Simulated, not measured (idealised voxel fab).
process module | voxel transistor to metal
cross-section cut | 145 nm wide | cells 5 nm
A cross-section is a grid of square cells, given in bands from the top down. A band is one or more rows of cells.
Each band's line starts with the height of the band's top and of its bottom, in nm. Then come its materials from left to right, each with its width in nm. One material with "throughout" fills the band from edge to edge. "air" is empty space.
Height 0 is the level under which the wafer as received is all one material. The lowest band goes on downwards, as in "0 down".
A width such as "30 to 40" changes by the same amount from each row of cells to the next, from the band's top row to its bottom row.
"no change" after a step means that no cell of the cross-section changed.
closed voids: empty space of 8 cells or more with no open way to the top, each as width x height at its distance from the left edge, in nm
after a step's settings: what the simulator itself notes on the step
overlay nm, on a step with a mask: how far to the right of its planned place the mask lay; to the left if negative
plan
1 op RECEIVE | material Si
2 op OXIDIZE | depth nm 5
3 op CONFORMAL_DEP | material SiN | thk nm 10
4 op DIRECTIONAL_DEP | material aC | thk nm 10
5 op PATTERN | tone cover | mask id ACTIVE | material resist | width nm 115 | thk nm 25 | overlay nm 0
6 op DIRECTIONAL_ETCH | etch materials aC | depth nm 10
7 op STRIP | etch materials resist
8 op DIRECTIONAL_ETCH | etch materials SiN | depth nm 10
9 op DIRECTIONAL_ETCH | etch materials SiO2 | depth nm 5
10 op DIRECTIONAL_ETCH | etch materials Si | depth nm 20
11 op STRIP | etch materials aC
12 op FILL_DEP | material SiO2 | thk nm 5
13 op CMP | height nm 10
14 op SELECTIVE_ETCH | etch materials SiO2 | depth nm 5
15 op STRIP | etch materials SiN
16 op SELECTIVE_ETCH | etch materials SiO2 | depth nm 5
17 op OXIDIZE | depth nm 5
18 op DIRECTIONAL_DEP | material polySi | thk nm 30
19 op DIRECTIONAL_DEP | material SiCN | thk nm 15
20 op PATTERN | tone cover | mask id GATE | material resist | width nm 25 | thk nm 20 | overlay nm 0
21 op DIRECTIONAL_ETCH | etch materials SiCN | depth nm 25
22 op DIRECTIONAL_ETCH | etch materials polySi | depth nm 40
23 op STRIP | etch materials resist
24 op CONFORMAL_DEP | material SiN | thk nm 5
25 op DIRECTIONAL_ETCH | etch materials SiN | depth nm 5
26 op DIRECTIONAL_ETCH | etch materials SiO2 | depth nm 5
27 op DIRECTIONAL_ETCH | etch materials Si | depth nm 10
28 op EPI | material pSi | thk nm 10
29 op FILL_DEP | material SiO2 | thk nm 5
30 op CMP | height nm 25
31 op STRIP | etch materials polySi
32 op SELECTIVE_ETCH | etch materials SiO2 | depth nm 5
33 op CONFORMAL_DEP | material HfO2 | thk nm 5
34 op CONFORMAL_DEP | material TiN | thk nm 5
35 op FILL_DEP | material W | thk nm 10
36 op CMP | height nm 20
37 op DIRECTIONAL_DEP | material SiO2 | thk nm 15
38 op DIRECTIONAL_DEP | material aC | thk nm 15
39 op PATTERN | tone open | mask id CONTACT | material resist | width nm 20 | pitch nm 75 | thk nm 35 | overlay nm 0
40 op DIRECTIONAL_ETCH | etch materials aC | depth nm 15
41 op STRIP | etch materials resist
42 op DIRECTIONAL_ETCH | etch materials SiO2 | depth nm 45
43 op STRIP | etch materials aC
44 op CONFORMAL_DEP | material TiN | thk nm 5
45 op FILL_DEP | material W | thk nm 10
46 op CMP | height nm 35
47 op CONFORMAL_DEP | material SiCN | thk nm 5
48 op DIRECTIONAL_DEP | material lowk | thk nm 15
49 op MASKED_ETCH | tone open | mask id METAL_1 | width nm 20 | pitch nm 75 | etch materials lowk | depth nm 15 | overlay nm 0
50 op MASKED_ETCH | tone open | mask id METAL_1 | width nm 20 | pitch nm 75 | etch materials SiCN | depth nm 5 | overlay nm 0
51 op CONFORMAL_DEP | material TiN | thk nm 5
52 op FILL_DEP | material Ru | thk nm 10
53 op CMP | height nm 55
54 op EPI | material Ru | thk nm 5
55 op FILL_DEP | material SiCN | thk nm 5
as received, after step 1
  0 down: Si throughout
  closed voids: none
a wafer at the end: this start, this plan, one mistake
  65 to 60: SiCN throughout
  60 to 55: SiCN 20 | Ru 30 | SiCN 45 | Ru 30 | SiCN 20
  55 to 40: lowk 25 | TiN 5 | Ru 10 | TiN 5 | lowk 55 | TiN 5 | Ru 10 | TiN 5 | lowk 25
  40 to 35: SiCN 25 | TiN 20 | SiCN 55 | TiN 20 | SiCN 25
  35 to 20: SiO2 25 | TiN 5 | W 10 | TiN 5 | SiO2 55 | TiN 5 | W 10 | TiN 5 | SiO2 25
  20 to 0: SiO2 25 | TiN 5 | W 10 | TiN 5 | SiO2 10 | SiN 5 | TiN 5 | HfO2 5 | W 5 | HfO2 5 | TiN 5 | SiN 5 | SiO2 10 | TiN 5 | W 10 | TiN 5 | SiO2 25
  0 to -5: SiO2 10 | SiN 5 | SiO2 10 | TiN 5 | W 10 | TiN 5 | pSi 10 | SiN 5 | TiN 5 | HfO2 15 | TiN 5 | SiN 5 | pSi 10 | TiN 5 | W 10 | TiN 5 | SiO2 10 | SiN 5 | SiO2 10
  -5 to -10: SiO2 25 | TiN 20 | pSi 10 | TiN 35 | pSi 10 | TiN 20 | SiO2 25
  -10 to -20: SiO2 15 | pSi 40 | Si 35 | pSi 40 | SiO2 15
  -20 to -25: SiO2 15 | Si 115 | SiO2 15
  -25 down: Si throughout
  closed voids: none
what went wrong: steps 33 and 34 were swapped
